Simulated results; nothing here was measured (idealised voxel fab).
The document below concerns the process module designated voxel double patterning.
Cross-section cut spans 300 nm and uses square cells 5 nm in size.
Just so we're on the same page, the cross-sections are grids of square cells, and they're listed out in bands top to bottom, each band one or more rows deep.
Basically the band line says how high the top is and how high the bottom is, in nm, and then what's in it from left to right, every material with its width in nm. Empty space shows up as "blank", and if a single material carries "everywhere" it runs the full band edge to edge.
Beneath 0, the wafer as received is one material, and that level is where height counting begins. The lowest band goes on downward without a bottom; it is written like "top 0, no bottom".
Think of "30 to 40" as a width that walks from the first number to the second as you go down the band, top row to bottom row, taking equal-sized steps from row to row.
Given "no modification" for a step, no cell of the cross-section differs between before and after that step.
If an empty space has no open way to the top and is at least 8 cells in size, "Unvented cavities" lists it, written width x height at distance, where distance is measured from the left edge and every value is in nm.
Text after the settings on a step's line: the simulator's own remark on that step.
The optional step-line setting "overlay nm" applies to steps with a mask and quantifies how far to the right of its planned location the mask lay, a negative value indicating leftward placement.
SET OUT BELOW ARE THE PLANNED STEPS OF THE PROCESS
1: RECEIVE: material Si
2: CONFORMAL_DEP: material SiN, thk nm 5
3: DIRECTIONAL_DEP: material SiO2, thk nm 20
4: DIRECTIONAL_DEP: material SiCN, thk nm 10
5: DIRECTIONAL_DEP: material aC, thk nm 10
6: PATTERN: tone open, mask id FIRST, material resist, width nm 15, pitch nm 50, thk nm 25, overlay nm 0
7: DIRECTIONAL_ETCH: etch materials aC, depth nm 10
8: STRIP: etch materials resist
9: DIRECTIONAL_ETCH: etch materials SiCN, depth nm 10
10: STRIP: etch materials aC
11: DIRECTIONAL_DEP: material aC, thk nm 10
12: PATTERN: tone open, mask id SECOND, material resist, width nm 15, pitch nm 50, thk nm 30, overlay nm 0
13: DIRECTIONAL_ETCH: etch materials aC, depth nm 10
14: STRIP: etch materials resist
15: DIRECTIONAL_ETCH: etch materials SiCN, depth nm 10
16: STRIP: etch materials aC
17: DIRECTIONAL_ETCH: etch materials SiO2, depth nm 20
18: STRIP: etch materials SiCN
CROSS-SECTION OF THE WAFER AS IT CAME TO US, I.E., ALREADY THROUGH STEP 1
top 0, no bottom | Si everywhere
Unvented cavities: none
BELOW IS THE WAFER IN CROSS-SECTION AFTER THE MODULE WAS COMPLETED. IT BEGAN FROM THE STARTING POINT SHOWN ABOVE AND FOLLOWED THE PLAN SHOWN ABOVE, EXCEPT THAT ONE MISTAKE WAS MADE WHILE RUNNING IT
top 25, bottom 5 | SiO2=85  blank=25  SiO2=5  blank=15  SiO2=5  blank=25  SiO2=5  blank=15  SiO2=5  blank=25  SiO2=90
top 5, bottom 0 | SiN everywhere
top 0, no bottom | Si everywhere
Unvented cavities: none
What went wrong in running the wafer? step 6 ran differently from the plan; actual operation with settings: PATTERN: tone open, mask id FIRST, material resist, width nm 25, pitch nm 50, thk nm 25, overlay nm 0
